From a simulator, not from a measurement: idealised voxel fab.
The following process module bears the name voxel capacitor over wiring.
In the cross-section labelled cut, the width is 200 nm and each square cell is 5 nm.
In what follows, cross-sections appear as grids of square cells, described through bands that run from the top down, where every band is one or more rows of cells.
It is stipulated that each band's entry specify, in nanometres, the height of the top of the band and then that of its bottom, followed by the materials of the band in left-to-right sequence, each together with its width in nanometres. A single material marked by the word "edge to edge" is understood to fill the band from edge to edge; the word "air" is understood to denote empty space.
Heads up on the height convention: 0 is the point under which the incoming wafer is all one material, and the lowest band has no bottom, it just keeps going down, like "top 0, no bottom".
A width such as "30..40" changes by the same amount from each row of cells to the next, from the band's top row to its bottom row.
Take "no modifications" at face value: in the step it is given for, the cross-section changed in none of its cells.
Sealed internal cavities: empty space of 8 cells or more with no open way to the top, each as width x height at its distance from the left edge, in nm
after a step's settings: what the simulator itself notes on the step
overlay nm: mask offset rightward from planned place, masked step; negative means leftward offset.

[Listed below are the process steps as planned]
step 1: op RECEIVE | material Si
step 2: op CONFORMAL_DEP | material SiO2 | thk nm 10
step 3: op DIRECTIONAL_DEP | material TiN | thk nm 5
step 4: op DIRECTIONAL_DEP | material W | thk nm 25
step 5: op MASKED_ETCH | tone cover | mask id METAL_1 | width nm 25 | pitch nm 95 | etch materials W | depth nm 25 | overlay nm 0
step 6: op MASKED_ETCH | tone cover | mask id METAL_1 | width nm 25 | pitch nm 95 | etch materials TiN | depth nm 5 | overlay nm 0
step 7: op FILL_DEP | material SiO2 | thk nm 5
step 8: op CMP | height nm 40
step 9: op CONFORMAL_DEP | material SiCN | thk nm 5
step 10: op DIRECTIONAL_DEP | material SiO2 | thk nm 20
step 11: op MASKED_ETCH | tone open | mask id PLUG_1 | width nm 15 | etch materials SiO2 | depth nm 20 | overlay nm 0
step 12: op MASKED_ETCH | tone open | mask id PLUG_1 | width nm 15 | etch materials SiCN | depth nm 5 | overlay nm 0
step 13: op EPI | material Ru | thk nm 10
step 14: op EPI | material Ru | thk nm 10
step 15: op EPI | material Ru | thk nm 5
step 16: op DIRECTIONAL_DEP | material TiN | thk nm 5
step 17: op DIRECTIONAL_DEP | material HfO2 | thk nm 5
step 18: op DIRECTIONAL_DEP | material TiN | thk nm 10
step 19: op PATTERN | tone cover | mask id UPPER_PLATE | material resist | width nm 75 | thk nm 20 | overlay nm 0
step 20: op DIRECTIONAL_ETCH | etch materials TiN | depth nm 10
step 21: op DIRECTIONAL_ETCH | etch materials HfO2 | depth nm 5
step 22: op STRIP | etch materials resist
step 23: op DIRECTIONAL_DEP | material aC | thk nm 10
step 24: op PATTERN | tone cover | mask id LOWER_PLATE | material resist | width nm 85 | thk nm 30 | overlay nm 0
step 25: op DIRECTIONAL_ETCH | etch materials aC | depth nm 10
step 26: op STRIP | etch materials resist
step 27: op DIRECTIONAL_ETCH | etch materials TiN | depth nm 5
step 28: op STRIP | etch materials aC
step 29: op FILL_DEP | material SiO2 | thk nm 20
step 30: op CMP | height nm 100
step 31: op DIRECTIONAL_DEP | material aC | thk nm 10
step 32: op PATTERN | tone open | mask id PLUG_2 | material resist | width nm 15 | thk nm 30 | overlay nm 0
step 33: op DIRECTIONAL_ETCH | etch materials aC | depth nm 10
step 34: op STRIP | etch materials resist
step 35: op DIRECTIONAL_ETCH | etch materials SiO2 | depth nm 15
step 36: op STRIP | etch materials aC
step 37: op CONFORMAL_DEP | material TiN | thk nm 5
step 38: op FILL_DEP | material Ru | thk nm 5
step 39: op CMP | height nm 100
step 40: op CONFORMAL_DEP | material SiN | thk nm 5

[First wafer of two (run as planned)]

[Wafer as received: cross-section following step 1]
    top 0, no bottom | Si edge to edge
    Sealed internal cavities: none

[Wafer after step 2 (cross-section)]
    top 10, bottom 0 | SiO2 edge to edge
    Heights below 0 show no change.

[Wafer after step 3 (cross-section)]
    top 15, bottom 10 | TiN edge to edge
    Heights below 10 show no change.

[Wafer after step 4 (cross-section)]
    top 40, bottom 15 | W edge to edge
    Heights below 15 show no change.

[Wafer after step 5 (cross-section)]
    top 40, bottom 15 | 40 of air, 25 of W, 70 of air, 25 of W, 40 of air
    Heights below 15 show no change.

[Wafer after step 6 (cross-section)]
    top 40, bottom 15 | 40 of air, 25 of W, 70 of air, 25 of W, 40 of air
    top 15, bottom 10 | 40 of air, 25 of TiN, 70 of air, 25 of TiN, 40 of air
    Heights below 10 show no change.

[Wafer after step 7 (cross-section)]
    top 45, bottom 40 | SiO2 edge to edge
    top 40, bottom 15 | 40 of SiO2, 25 of W, 70 of SiO2, 25 of W, 40 of SiO2
    top 15, bottom 10 | 40 of SiO2, 25 of TiN, 70 of SiO2, 25 of TiN, 40 of SiO2
    Heights below 10 show no change.

[Wafer after step 8 (cross-section)]
    top 40, bottom 15 | 40 of SiO2, 25 of W, 70 of SiO2, 25 of W, 40 of SiO2
    Heights below 15 show no change.

[Wafer after step 9 (cross-section)]
    top 45, bottom 40 | SiCN edge to edge
    Heights below 40 show no change.

[Wafer after step 10 (cross-section)]
    top 65, bottom 45 | SiO2 edge to edge
    Heights below 45 show no change.

[Wafer after step 11 (cross-section)]
    top 65, bottom 45 | 50 of SiO2, 15 of air, 135 of SiO2
    Heights below 45 show no change.

[Wafer after step 12 (cross-section)]
    top 65, bottom 45 | 50 of SiO2, 15 of air, 135 of SiO2
    top 45, bottom 40 | 50 of SiCN, 15 of air, 135 of SiCN
    Heights below 40 show no change.

[Wafer after step 13 (cross-section)]
    top 65, bottom 50 | 50 of SiO2, 15 of air, 135 of SiO2
    top 50, bottom 45 | 50 of SiO2, 15 of Ru, 135 of SiO2
    top 45, bottom 40 | 50 of SiCN, 15 of Ru, 135 of SiCN
    Heights below 40 show no change.

[Wafer after step 14 (cross-section)]
    top 65, bottom 60 | 50 of SiO2, 15 of air, 135 of SiO2
    top 60, bottom 45 | 50 of SiO2, 15 of Ru, 135 of SiO2
    Heights below 45 show no change.

[Wafer after step 15 (cross-section)]
    top 65, bottom 45 | 50 of SiO2, 15 of Ru, 135 of SiO2
    Heights below 45 show no change.

[Wafer after step 16 (cross-section)]
    top 70, bottom 65 | TiN edge to edge
    Heights below 65 show no change.

[Wafer after step 17 (cross-section)]
    top 75, bottom 70 | HfO2 edge to edge
    Heights below 70 show no change.

[Wafer after step 18 (cross-section)]
    top 85, bottom 75 | TiN edge to edge
    Heights below 75 show no change.

[Wafer after step 19 (cross-section)]
    top 105, bottom 85 | 50 of air, 75 of resist, 75 of air
    Heights below 85 show no change.

[Wafer after step 20 (cross-section)]
    top 105, bottom 85 | 50 of air, 75 of resist, 75 of air
    top 85, bottom 75 | 50 of air, 75 of TiN, 75 of air
    Heights below 75 show no change.

[Wafer after step 21 (cross-section)]
    top 105, bottom 85 | 50 of air, 75 of resist, 75 of air
    top 85, bottom 75 | 50 of air, 75 of TiN, 75 of air
    top 75, bottom 70 | 50 of air, 75 of HfO2, 75 of air
    Heights below 70 show no change.

[Wafer after step 22 (cross-section)]
    top 85, bottom 75 | 50 of air, 75 of TiN, 75 of air
    Heights below 75 show no change.

[Wafer after step 23 (cross-section)]
    top 95, bottom 85 | 50 of air, 75 of aC, 75 of air
    top 85, bottom 80 | 50 of air, 75 of TiN, 75 of air
    top 80, bottom 75 | 50 of aC, 75 of TiN, 75 of aC
    top 75, bottom 70 | 50 of aC, 75 of HfO2, 75 of aC
    Heights below 70 show no change.

[Wafer after step 24 (cross-section)]
    top 125, bottom 95 | 45 of air, 85 of resist, 70 of air
    top 95, bottom 85 | 45 of air, 5 of resist, 75 of aC, 5 of resist, 70 of air
    top 85, bottom 80 | 45 of air, 5 of resist, 75 of TiN, 5 of resist, 70 of air
    Heights below 80 show no change.

[Wafer after step 25 (cross-section)]
    top 115, bottom 95 | 45 of air, 85 of resist, 70 of air
    top 95, bottom 85 | 45 of air, 5 of resist, 75 of aC, 5 of resist, 70 of air
    top 85, bottom 80 | 45 of air, 5 of resist, 75 of TiN, 5 of resist, 70 of air
    top 80, bottom 75 | 45 of air, 5 of aC, 75 of TiN, 5 of aC, 70 of air
    top 75, bottom 70 | 45 of air, 5 of aC, 75 of HfO2, 5 of aC, 70 of air
    Heights below 70 show no change.

[Wafer after step 26 (cross-section)]
    top 95, bottom 85 | 50 of air, 75 of aC, 75 of air
    top 85, bottom 80 | 50 of air, 75 of TiN, 75 of air
    Heights below 80 show no change.

[Wafer after step 27 (cross-section)]
    top 95, bottom 85 | 50 of air, 75 of aC, 75 of air
    top 85, bottom 80 | 50 of air, 75 of TiN, 75 of air
    top 80, bottom 75 | 45 of air, 5 of aC, 75 of TiN, 5 of aC, 70 of air
    top 75, bottom 70 | 45 of air, 5 of aC, 75 of HfO2, 5 of aC, 70 of air
    top 70, bottom 65 | 45 of air, 85 of TiN, 70 of air
    Heights below 65 show no change.

[Wafer after step 28 (cross-section)]
    top 85, bottom 75 | 50 of air, 75 of TiN, 75 of air
    top 75, bottom 70 | 50 of air, 75 of HfO2, 75 of air
    Heights below 70 show no change.

[Wafer after step 29 (cross-section)]
    top 105, bottom 85 | SiO2 edge to edge
    top 85, bottom 75 | 50 of SiO2, 75 of TiN, 75 of SiO2
    top 75, bottom 70 | 50 of SiO2, 75 of HfO2, 75 of SiO2
    top 70, bottom 65 | 45 of SiO2, 85 of TiN, 70 of SiO2
    Heights below 65 show no change.

[Wafer after step 30 (cross-section)]
    top 100, bottom 85 | SiO2 edge to edge
    Heights below 85 show no change.

[Wafer after step 31 (cross-section)]
    top 110, bottom 100 | aC edge to edge
    Heights below 100 show no change.

[Wafer after step 32 (cross-section)]
    top 140, bottom 110 | 60 of resist, 15 of air, 125 of resist
    Heights below 110 show no change.

[Wafer after step 33 (cross-section)]
    top 130, bottom 110 | 60 of resist, 15 of air, 125 of resist
    top 110, bottom 100 | 60 of aC, 15 of air, 125 of aC
    Heights below 100 show no change.

[Wafer after step 34 (cross-section)]
    top 110, bottom 100 | 60 of aC, 15 of air, 125 of aC
    Heights below 100 show no change.

[Wafer after step 35 (cross-section)]
    top 110, bottom 100 | 60 of aC, 15 of air, 125 of aC
    top 100, bottom 85 | 60 of SiO2, 15 of air, 125 of SiO2
    Heights below 85 show no change.

[Wafer after step 36 (cross-section)]
    top 100, bottom 85 | 60 of SiO2, 15 of air, 125 of SiO2
    Heights below 85 show no change.

[Wafer after step 37 (cross-section)]
    top 105, bottom 100 | 65 of TiN, 5 of air, 130 of TiN
    top 100, bottom 90 | 60 of SiO2, 5 of TiN, 5 of air, 5 of TiN, 125 of SiO2
    top 90, bottom 85 | 60 of SiO2, 15 of TiN, 125 of SiO2
    Heights below 85 show no change.

[Wafer after step 38 (cross-section)]
    top 110, bottom 105 | Ru edge to edge
    top 105, bottom 100 | 65 of TiN, 5 of Ru, 130 of TiN
    top 100, bottom 90 | 60 of SiO2, 5 of TiN, 5 of Ru, 5 of TiN, 125 of SiO2
    Heights below 90 show no change.

[Wafer after step 39 (cross-section)]
    top 100, bottom 90 | 60 of SiO2, 5 of TiN, 5 of Ru, 5 of TiN, 125 of SiO2
    Heights below 90 show no change.

[Wafer after step 40 (cross-section)]
    top 105, bottom 100 | SiN edge to edge
    Heights below 100 show no change.

[Wafer two. Same start, same plan, one slip in execution. Same as wafer one through step 15, inclusive]

[The second wafer in cross-section, at the planned close of step 16]
    top 70, bottom 65 | SiCN edge to edge
    Heights below 65 show no change.

[The second wafer in cross-section, at the planned close of step 17]
    top 75, bottom 70 | HfO2 edge to edge
    Heights below 70 show no change.

[The second wafer in cross-section, at the planned close of step 18]
    top 85, bottom 75 | TiN edge to edge
    Heights below 75 show no change.

[The second wafer in cross-section, at the planned close of step 19]
    top 105, bottom 85 | 50 of air, 75 of resist, 75 of air
    Heights below 85 show no change.

[The second wafer in cross-section, at the planned close of step 20]
    top 105, bottom 85 | 50 of air, 75 of resist, 75 of air
    top 85, bottom 75 | 50 of air, 75 of TiN, 75 of air
    Heights below 75 show no change.

[The second wafer in cross-section, at the planned close of step 21]
    top 105, bottom 85 | 50 of air, 75 of resist, 75 of air
    top 85, bottom 75 | 50 of air, 75 of TiN, 75 of air
    top 75, bottom 70 | 50 of air, 75 of HfO2, 75 of air
    Heights below 70 show no change.

[The second wafer in cross-section, at the planned close of step 22]
    top 85, bottom 75 | 50 of air, 75 of TiN, 75 of air
    Heights below 75 show no change.

[The second wafer in cross-section, at the planned close of step 23]
    top 95, bottom 85 | 50 of air, 75 of aC, 75 of air
    top 85, bottom 80 | 50 of air, 75 of TiN, 75 of air
    top 80, bottom 75 | 50 of aC, 75 of TiN, 75 of aC
    top 75, bottom 70 | 50 of aC, 75 of HfO2, 75 of aC
    Heights below 70 show no change.

[The second wafer in cross-section, at the planned close of step 24]
    top 125, bottom 95 | 45 of air, 85 of resist, 70 of air
    top 95, bottom 85 | 45 of air, 5 of resist, 75 of aC, 5 of resist, 70 of air
    top 85, bottom 80 | 45 of air, 5 of resist, 75 of TiN, 5 of resist, 70 of air
    Heights below 80 show no change.

[The second wafer in cross-section, at the planned close of step 25]
    top 115, bottom 95 | 45 of air, 85 of resist, 70 of air
    top 95, bottom 85 | 45 of air, 5 of resist, 75 of aC, 5 of resist, 70 of air
    top 85, bottom 80 | 45 of air, 5 of resist, 75 of TiN, 5 of resist, 70 of air
    top 80, bottom 75 | 45 of air, 5 of aC, 75 of TiN, 5 of aC, 70 of air
    top 75, bottom 70 | 45 of air, 5 of aC, 75 of HfO2, 5 of aC, 70 of air
    Heights below 70 show no change.

[The second wafer in cross-section, at the planned close of step 26]
    top 95, bottom 85 | 50 of air, 75 of aC, 75 of air
    top 85, bottom 80 | 50 of air, 75 of TiN, 75 of air
    Heights below 80 show no change.

The second wafer in cross-section, at the planned close of step 27: no modifications

[The second wafer in cross-section, at the planned close of step 28]
    top 85, bottom 75 | 50 of air, 75 of TiN, 75 of air
    top 75, bottom 70 | 50 of air, 75 of HfO2, 75 of air
    Heights below 70 show no change.

[The second wafer in cross-section, at the planned close of step 29]
    top 105, bottom 85 | SiO2 edge to edge
    top 85, bottom 75 | 50 of SiO2, 75 of TiN, 75 of SiO2
    top 75, bottom 70 | 50 of SiO2, 75 of HfO2, 75 of SiO2
    Heights below 70 show no change.

[The second wafer in cross-section, at the planned close of step 30]
    top 100, bottom 85 | SiO2 edge to edge
    Heights below 85 show no change.

[The second wafer in cross-section, at the planned close of step 31]
    top 110, bottom 100 | aC edge to edge
    Heights below 100 show no change.

[The second wafer in cross-section, at the planned close of step 32]
    top 140, bottom 110 | 60 of resist, 15 of air, 125 of resist
    Heights below 110 show no change.

[The second wafer in cross-section, at the planned close of step 33]
    top 130, bottom 110 | 60 of resist, 15 of air, 125 of resist
    top 110, bottom 100 | 60 of aC, 15 of air, 125 of aC
    Heights below 100 show no change.

[The second wafer in cross-section, at the planned close of step 34]
    top 110, bottom 100 | 60 of aC, 15 of air, 125 of aC
    Heights below 100 show no change.

[The second wafer in cross-section, at the planned close of step 35]
    top 110, bottom 100 | 60 of aC, 15 of air, 125 of aC
    top 100, bottom 85 | 60 of SiO2, 15 of air, 125 of SiO2
    Heights below 85 show no change.

[The second wafer in cross-section, at the planned close of step 36]
    top 100, bottom 85 | 60 of SiO2, 15 of air, 125 of SiO2
    Heights below 85 show no change.

[The second wafer in cross-section, at the planned close of step 37]
    top 105, bottom 100 | 65 of TiN, 5 of air, 130 of TiN
    top 100, bottom 90 | 60 of SiO2, 5 of TiN, 5 of air, 5 of TiN, 125 of SiO2
    top 90, bottom 85 | 60 of SiO2, 15 of TiN, 125 of SiO2
    Heights below 85 show no change.

[The second wafer in cross-section, at the planned close of step 38]
    top 110, bottom 105 | Ru edge to edge
    top 105, bottom 100 | 65 of TiN, 5 of Ru, 130 of TiN
    top 100, bottom 90 | 60 of SiO2, 5 of TiN, 5 of Ru, 5 of TiN, 125 of SiO2
    Heights below 90 show no change.

[The second wafer in cross-section, at the planned close of step 39]
    top 100, bottom 90 | 60 of SiO2, 5 of TiN, 5 of Ru, 5 of TiN, 125 of SiO2
    Heights below 90 show no change.

[The second wafer in cross-section, at the planned close of step 40]
    top 105, bottom 100 | SiN edge to edge
    Heights below 100 show no change.
Against the plan, the run slipped here: step 16, actual vs plan mismatch, actual run op DIRECTIONAL_DEP | material SiCN | thk nm 5
End of process, cell counts, second wafer against first, materials with more or fewer: SiCN: 40 more, SiO2: 23 fewer, TiN: 17 fewer
